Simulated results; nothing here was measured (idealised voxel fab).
This is a process module. Its name is voxel ribs on slabs.
This is section cut - it's 145 nm across, gridded in 5 nm square cells.
Cross-section = grid of square cells, listed top down in bands; band = one or more rows.
Heights first: top, then bottom, in nm. Then materials, left to right, each with a width in nm. "all across" on a single material: fills the band edge to edge. "blank": empty space.
Ref level 0: as-received wafer is one material below here. Bottom band extends down with no lower bound ("z 0 and below").
Quick explanation for "30->40": the width changes in equal steps down the rows of cells, from the first number in the band's top row to the second number in its bottom row.
For the purposes of this document, the phrase "nothing was modified" attached to a step denotes that no cell within the cross-section was modified by that step.
Entry "Encapsulated voids" = empty spaces >= 8 cells with no open way to the top; each as width x height at distance, distance from left edge, all nm.
Text after the settings on a step's line: the simulator's own remark on that step.
If you see "overlay nm" on a step's line and that step has a mask, it's telling you how far right of where it was planned the mask ended up; a negative number means it went left instead.

### Below is the list of planned process steps
- 1: RECEIVE,material Si
- 2: DIRECTIONAL_DEP,material SiO2,thk nm 25
- 3: DIRECTIONAL_DEP,material polySi,thk nm 15
- 4: DIRECTIONAL_DEP,material aC,thk nm 15
- 5: PATTERN,tone cover,mask id RIB,material resist,width nm 25,thk nm 35,overlay nm 0
- 6: DIRECTIONAL_ETCH,etch materials aC,depth nm 15
- 7: STRIP,etch materials resist
- 8: DIRECTIONAL_ETCH,etch materials polySi,depth nm 10
- 9: STRIP,etch materials aC
- 10: PATTERN,tone cover,mask id SLAB,material resist,width nm 55,thk nm 15,overlay nm 0
- 11: DIRECTIONAL_ETCH,etch materials polySi,depth nm 5
- 12: STRIP,etch materials resist
- 13: FILL_DEP,material SiO2,thk nm 25
- 14: CMP,height nm 55
- 15: DIRECTIONAL_DEP,material TiN,thk nm 5
- 16: DIRECTIONAL_DEP,material aC,thk nm 10
- 17: PATTERN,tone cover,mask id HEATER,material resist,width nm 35,thk nm 25,overlay nm 0
- 18: DIRECTIONAL_ETCH,etch materials aC,depth nm 10
- 19: STRIP,etch materials resist
- 20: DIRECTIONAL_ETCH,etch materials TiN,depth nm 5
- 21: STRIP,etch materials aC
- 22: CONFORMAL_DEP,material SiN,thk nm 10

### Cross-section, incoming material, after step 1
* z 0 and below: Si all across
* Encapsulated voids: none

### a wafer at the end: this start, this plan, one mistake
* z 70 to 65: blank 45 nm | SiN 55 nm | blank 45 nm
* z 65 to 60: SiN all across
* z 60 to 55: SiN 55 nm | TiN 35 nm | SiN 55 nm
* z 55 to 35: SiO2 all across
* z 35 to 30: SiO2 60 nm | polySi 25 nm | SiO2 60 nm
* z 30 to 25: polySi 45 nm | SiO2 15 nm | polySi 25 nm | SiO2 15 nm | polySi 45 nm
* z 25 to 0: SiO2 all across
* z 0 and below: Si all across
* Encapsulated voids: none
The mistake made against the process plan was this: step 10 deviated from plan and actually ran as PATTERN,tone open,mask id SLAB,material resist,width nm 55,thk nm 15,overlay nm 0
